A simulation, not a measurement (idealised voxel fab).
The following is a process module called voxel released beams.
Xsec cut, 245 nm wide, square cell size 5 nm.
Reading order for cross-sections: top band down to bottom band. Underlying form: a grid of square cells. Band size: one or more rows of cells.
In this notation a band is specified by the heights of its top and bottom, in that order and in nm, after which its materials appear from left to right, each paired with its width in nm. The word "everywhere" attached to a single material means that material fills the band from edge to edge; the word "air" stands for empty space.
Height datum 0, below which the as-received substrate wafer is one material. Lowest band open at the bottom, running downward: "0 -> down".
The width entry "30 to 40" should be interpreted row by row: the top row of cells in the band takes the first number, the bottom row takes the second number, and the change between adjacent rows is uniform throughout.
It should be understood that the words "identical to before", when stated for a given step, signify that the cross-section underwent no change in any of its cells during that step.
Basically, "Closed-off voids" tells you about the enclosed voids: empty spaces with no open way to the top, 8 cells or bigger, each written width x height at distance, where distance is from the left edge, all in nm.
On a step's line, text after the settings is the simulator commenting on that step.
Each step line may optionally specify "overlay nm", which for a step with a mask gives the rightward distance between the mask's planned place and where it lay, a negative value indicating the leftward direction.
# Process steps - plan
step 1: RECEIVE with material Si
step 2: CONFORMAL_DEP with material Al2O3, thk nm 10
step 3: DIRECTIONAL_DEP with material SiO2, thk nm 20
step 4: MASKED_ETCH with tone open, mask id ANCHOR, width nm 45, etch materials SiO2, depth nm 20, overlay nm 0
step 5: CONFORMAL_DEP with material polySi, thk nm 15
step 6: MASKED_ETCH with tone cover, mask id BEAM, width nm 95, etch materials polySi, depth nm 15, overlay nm 0
step 7: STRIP with etch materials SiO2
It is noted that the wafers described herein are identical at the outset and are distinguished by the width nm of step 6; the value stated in the plan corresponds to the first wafer.
# Here's the first of the wafers in cross-section, just as we got it, i.e. after step 1
0 -> down | Si everywhere
Closed-off voids: none
# Here is the cross-section of the first of several wafers at the end of the module, after its last step, step 7
45 -> 30 | 70 nm air, 15 nm polySi, 15 nm air, 65 nm polySi, 80 nm air
30 -> 25 | 70 nm air, 15 nm polySi, 15 nm air, 15 nm polySi, 130 nm air
25 -> 10 | 70 nm air, 45 nm polySi, 130 nm air
10 -> 0 | Al2O3 everywhere
0 -> down | Si everywhere
Closed-off voids: none
# Cross-section, last wafer, module completion
45 -> 30 | 60 nm air, 25 nm polySi, 15 nm air, 80 nm polySi, 65 nm air
30 -> 25 | 70 nm air, 15 nm polySi, 15 nm air, 15 nm polySi, 130 nm air
25 -> 10 | 70 nm air, 45 nm polySi, 130 nm air
10 -> 0 | Al2O3 everywhere
0 -> down | Si everywhere
Closed-off voids: none
# Wafer rows, end of module: cells per material gained (+) or lost (-) since receipt; closed voids last
width nm 95, +98 Al2O3, +81 polySi, Closed-off voids: none
width nm 100, +98 Al2O3, +84 polySi, Closed-off voids: none
width nm 105, +98 Al2O3, +87 polySi, Closed-off voids: none
width nm 110, +98 Al2O3, +90 polySi, Closed-off voids: none
width nm 115, +98 Al2O3, +93 polySi, Closed-off voids: none
width nm 120, +98 Al2O3, +96 polySi, Closed-off voids: none
